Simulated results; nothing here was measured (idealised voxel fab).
Process module heading - voxel self aligned vias
The cross-section shown here is cut; it is 160 nm wide and divided into square cells measuring 5 nm on a side.
This document writes a cross-section as a grid whose cells are square, and gives it as bands, listed from the top down; one or more rows of cells form a band.
Top height, bottom height, nm. Materials left to right, width each, nm. Single material + "all across" = fills band edge to edge. "blank" = empty.
We count height from 0. Below that, the starting wafer is all one material. The lowest band never ends at the bottom but goes on down; see "0 -> down" for how that is written.
Read "30 to 40" as a graded width: first number on top, second number at the bottom, same change between each pair of neighbouring rows.
When a step is marked "nothing got changed", none of the cells in the cross-section changed during that step.
You'll see "Closed void inventory" listing empty spaces that have no way open to the top, as long as they're 8 cells or more; the notation is width x height at distance, where the distance is from the left edge, and all of it is in nm.
Formally, on a step line, whatever follows the settings is a remark that the simulator itself makes on the step.
Steps that use a mask can have "overlay nm" on their line. It says how far the mask sat to the right of where it was meant to be. Negative means to the left.
## The steps planned for the process are as follows
1,RECEIVE [material Si]
2,CONFORMAL_DEP [material SiO2] [thk nm 10]
3,CONFORMAL_DEP [material SiCN] [thk nm 5]
4,DIRECTIONAL_DEP [material SiO2] [thk nm 25]
5,PATTERN [tone open] [mask id LINES] [material resist] [width nm 30] [pitch nm 70] [thk nm 20] [overlay nm 0]
6,DIRECTIONAL_ETCH [etch materials SiO2] [depth nm 25]
7,STRIP [etch materials resist]
8,CONFORMAL_DEP [material TiN] [thk nm 5]
9,FILL_DEP [material W] [thk nm 10]
10,CMP [height nm 40]
11,SELECTIVE_ETCH [etch materials W Ru TiN] [depth nm 10]
12,FILL_DEP [material SiN] [thk nm 5]
13,CMP [height nm 40]
14,DIRECTIONAL_DEP [material SiO2] [thk nm 15]
15,DIRECTIONAL_DEP [material aC] [thk nm 10]
16,PATTERN [tone open] [mask id VIAS] [material resist] [width nm 40] [thk nm 30] [overlay nm 0]
17,DIRECTIONAL_ETCH [etch materials aC] [depth nm 10]
18,STRIP [etch materials resist]
19,DIRECTIONAL_ETCH [etch materials SiO2] [depth nm 15]
20,DIRECTIONAL_ETCH [etch materials SiN] [depth nm 10]
21,STRIP [etch materials aC]
22,CONFORMAL_DEP [material TiN] [thk nm 5]
23,FILL_DEP [material Cu] [thk nm 10]
24,CMP [height nm 55]
25,CONFORMAL_DEP [material SiCN] [thk nm 5]
## The first of a set of two wafers, run to plan
## Step 1 complete: cross-section of the wafer as received
> 0 -> down  Si all across
> Closed void inventory: none
## So this is the wafer cross-section right after step 2
> 10 -> 0  SiO2 all across
> At heights below 0, the structure remains unaltered.
## So this is the wafer cross-section right after step 3
> 15 -> 10  SiCN all across
> At heights below 10, the structure remains unaltered.
## So this is the wafer cross-section right after step 4
> 40 -> 15  SiO2 all across
> At heights below 15, the structure remains unaltered.
## So this is the wafer cross-section right after step 5
> 60 -> 40  30 nm resist, then 30 nm blank, then 40 nm resist, then 30 nm blank, then 30 nm resist
> At heights below 40, the structure remains unaltered.
## So this is the wafer cross-section right after step 6
> 60 -> 40  30 nm resist, then 30 nm blank, then 40 nm resist, then 30 nm blank, then 30 nm resist
> 40 -> 15  30 nm SiO2, then 30 nm blank, then 40 nm SiO2, then 30 nm blank, then 30 nm SiO2
> At heights below 15, the structure remains unaltered.
## So this is the wafer cross-section right after step 7
> 40 -> 15  30 nm SiO2, then 30 nm blank, then 40 nm SiO2, then 30 nm blank, then 30 nm SiO2
> At heights below 15, the structure remains unaltered.
## So this is the wafer cross-section right after step 8
> 45 -> 40  35 nm TiN, then 20 nm blank, then 50 nm TiN, then 20 nm blank, then 35 nm TiN
> 40 -> 20  30 nm SiO2, then 5 nm TiN, then 20 nm blank, then 5 nm TiN, then 40 nm SiO2, then 5 nm TiN, then 20 nm blank, then 5 nm TiN, then 30 nm SiO2
> 20 -> 15  30 nm SiO2, then 30 nm TiN, then 40 nm SiO2, then 30 nm TiN, then 30 nm SiO2
> At heights below 15, the structure remains unaltered.
## So this is the wafer cross-section right after step 9
> 55 -> 45  W all across
> 45 -> 40  35 nm TiN, then 20 nm W, then 50 nm TiN, then 20 nm W, then 35 nm TiN
> 40 -> 20  30 nm SiO2, then 5 nm TiN, then 20 nm W, then 5 nm TiN, then 40 nm SiO2, then 5 nm TiN, then 20 nm W, then 5 nm TiN, then 30 nm SiO2
> At heights below 20, the structure remains unaltered.
## So this is the wafer cross-section right after step 10
> 40 -> 20  30 nm SiO2, then 5 nm TiN, then 20 nm W, then 5 nm TiN, then 40 nm SiO2, then 5 nm TiN, then 20 nm W, then 5 nm TiN, then 30 nm SiO2
> At heights below 20, the structure remains unaltered.
## So this is the wafer cross-section right after step 11
> 40 -> 30  30 nm SiO2, then 30 nm blank, then 40 nm SiO2, then 30 nm blank, then 30 nm SiO2
> At heights below 30, the structure remains unaltered.
## So this is the wafer cross-section right after step 12
> 45 -> 40  SiN all across
> 40 -> 30  30 nm SiO2, then 30 nm SiN, then 40 nm SiO2, then 30 nm SiN, then 30 nm SiO2
> At heights below 30, the structure remains unaltered.
## So this is the wafer cross-section right after step 13
> 40 -> 30  30 nm SiO2, then 30 nm SiN, then 40 nm SiO2, then 30 nm SiN, then 30 nm SiO2
> At heights below 30, the structure remains unaltered.
## So this is the wafer cross-section right after step 14
> 55 -> 40  SiO2 all across
> At heights below 40, the structure remains unaltered.
## So this is the wafer cross-section right after step 15
> 65 -> 55  aC all across
> At heights below 55, the structure remains unaltered.
## So this is the wafer cross-section right after step 16
> 95 -> 65  25 nm resist, then 40 nm blank, then 95 nm resist
> At heights below 65, the structure remains unaltered.
## So this is the wafer cross-section right after step 17
> 85 -> 65  25 nm resist, then 40 nm blank, then 95 nm resist
> 65 -> 55  25 nm aC, then 40 nm blank, then 95 nm aC
> At heights below 55, the structure remains unaltered.
## So this is the wafer cross-section right after step 18
> 65 -> 55  25 nm aC, then 40 nm blank, then 95 nm aC
> At heights below 55, the structure remains unaltered.
## So this is the wafer cross-section right after step 19
> 65 -> 55  25 nm aC, then 40 nm blank, then 95 nm aC
> 55 -> 40  25 nm SiO2, then 40 nm blank, then 95 nm SiO2
> At heights below 40, the structure remains unaltered.
## So this is the wafer cross-section right after step 20
> 65 -> 55  25 nm aC, then 40 nm blank, then 95 nm aC
> 55 -> 40  25 nm SiO2, then 40 nm blank, then 95 nm SiO2
> 40 -> 30  30 nm SiO2, then 30 nm blank, then 40 nm SiO2, then 30 nm SiN, then 30 nm SiO2
> At heights below 30, the structure remains unaltered.
## So this is the wafer cross-section right after step 21
> 55 -> 40  25 nm SiO2, then 40 nm blank, then 95 nm SiO2
> At heights below 40, the structure remains unaltered.
## So this is the wafer cross-section right after step 22
> 60 -> 55  30 nm TiN, then 30 nm blank, then 100 nm TiN
> 55 -> 45  25 nm SiO2, then 5 nm TiN, then 30 nm blank, then 5 nm TiN, then 95 nm SiO2
> 45 -> 40  25 nm SiO2, then 10 nm TiN, then 20 nm blank, then 10 nm TiN, then 95 nm SiO2
> 40 -> 35  30 nm SiO2, then 5 nm TiN, then 20 nm blank, then 5 nm TiN, then 40 nm SiO2, then 30 nm SiN, then 30 nm SiO2
> 35 -> 30  30 nm SiO2, then 30 nm TiN, then 40 nm SiO2, then 30 nm SiN, then 30 nm SiO2
> At heights below 30, the structure remains unaltered.
## So this is the wafer cross-section right after step 23
> 70 -> 60  Cu all across
> 60 -> 55  30 nm TiN, then 30 nm Cu, then 100 nm TiN
> 55 -> 45  25 nm SiO2, then 5 nm TiN, then 30 nm Cu, then 5 nm TiN, then 95 nm SiO2
> 45 -> 40  25 nm SiO2, then 10 nm TiN, then 20 nm Cu, then 10 nm TiN, then 95 nm SiO2
> 40 -> 35  30 nm SiO2, then 5 nm TiN, then 20 nm Cu, then 5 nm TiN, then 40 nm SiO2, then 30 nm SiN, then 30 nm SiO2
> At heights below 35, the structure remains unaltered.
## So this is the wafer cross-section right after step 24
> 55 -> 45  25 nm SiO2, then 5 nm TiN, then 30 nm Cu, then 5 nm TiN, then 95 nm SiO2
> At heights below 45, the structure remains unaltered.
## So this is the wafer cross-section right after step 25
> 60 -> 55  SiCN all across
> At heights below 55, the structure remains unaltered.
## Second Wafer (Identical Start and Plan, One Processing Error; Matches First Wafer Through Step 15)
## The second wafer in cross-section, at the planned close of step 16
> 95 -> 65  30 nm resist, then 35 nm blank, then 95 nm resist
> At heights below 65, the structure remains unaltered.
## The second wafer in cross-section, at the planned close of step 17
> 85 -> 65  30 nm resist, then 35 nm blank, then 95 nm resist
> 65 -> 55  30 nm aC, then 35 nm blank, then 95 nm aC
> At heights below 55, the structure remains unaltered.
## The second wafer in cross-section, at the planned close of step 18
> 65 -> 55  30 nm aC, then 35 nm blank, then 95 nm aC
> At heights below 55, the structure remains unaltered.
## The second wafer in cross-section, at the planned close of step 19
> 65 -> 55  30 nm aC, then 35 nm blank, then 95 nm aC
> 55 -> 40  30 nm SiO2, then 35 nm blank, then 95 nm SiO2
> At heights below 40, the structure remains unaltered.
## The second wafer in cross-section, at the planned close of step 20
> 65 -> 55  30 nm aC, then 35 nm blank, then 95 nm aC
> 55 -> 40  30 nm SiO2, then 35 nm blank, then 95 nm SiO2
> 40 -> 30  30 nm SiO2, then 30 nm blank, then 40 nm SiO2, then 30 nm SiN, then 30 nm SiO2
> At heights below 30, the structure remains unaltered.
## The second wafer in cross-section, at the planned close of step 21
> 55 -> 40  30 nm SiO2, then 35 nm blank, then 95 nm SiO2
> At heights below 40, the structure remains unaltered.
## The second wafer in cross-section, at the planned close of step 22
> 60 -> 55  35 nm TiN, then 25 nm blank, then 100 nm TiN
> 55 -> 45  30 nm SiO2, then 5 nm TiN, then 25 nm blank, then 5 nm TiN, then 95 nm SiO2
> 45 -> 40  30 nm SiO2, then 5 nm TiN, then 20 nm blank, then 10 nm TiN, then 95 nm SiO2
> 40 -> 35  30 nm SiO2, then 5 nm TiN, then 20 nm blank, then 5 nm TiN, then 40 nm SiO2, then 30 nm SiN, then 30 nm SiO2
> 35 -> 30  30 nm SiO2, then 30 nm TiN, then 40 nm SiO2, then 30 nm SiN, then 30 nm SiO2
> At heights below 30, the structure remains unaltered.
## The second wafer in cross-section, at the planned close of step 23
> 70 -> 60  Cu all across
> 60 -> 55  35 nm TiN, then 25 nm Cu, then 100 nm TiN
> 55 -> 45  30 nm SiO2, then 5 nm TiN, then 25 nm Cu, then 5 nm TiN, then 95 nm SiO2
> 45 -> 40  30 nm SiO2, then 5 nm TiN, then 20 nm Cu, then 10 nm TiN, then 95 nm SiO2
> 40 -> 35  30 nm SiO2, then 5 nm TiN, then 20 nm Cu, then 5 nm TiN, then 40 nm SiO2, then 30 nm SiN, then 30 nm SiO2
> At heights below 35, the structure remains unaltered.
## The second wafer in cross-section, at the planned close of step 24
> 55 -> 45  30 nm SiO2, then 5 nm TiN, then 25 nm Cu, then 5 nm TiN, then 95 nm SiO2
> At heights below 45, the structure remains unaltered.
## The second wafer in cross-section, at the planned close of step 25
> 60 -> 55  SiCN all across
> At heights below 55, the structure remains unaltered.
Heads up, the wafer didn't run the way we planned it: the process deviated at step 16: the operation and settings actually run there were PATTERN [tone open] [mask id VIAS] [material resist] [width nm 35] [thk nm 30] [overlay nm 0]
In the final state, the cell counts of the second wafer exceed or fall short of those of the first for the following materials: -2 Cu; +3 SiO2; -1 TiN
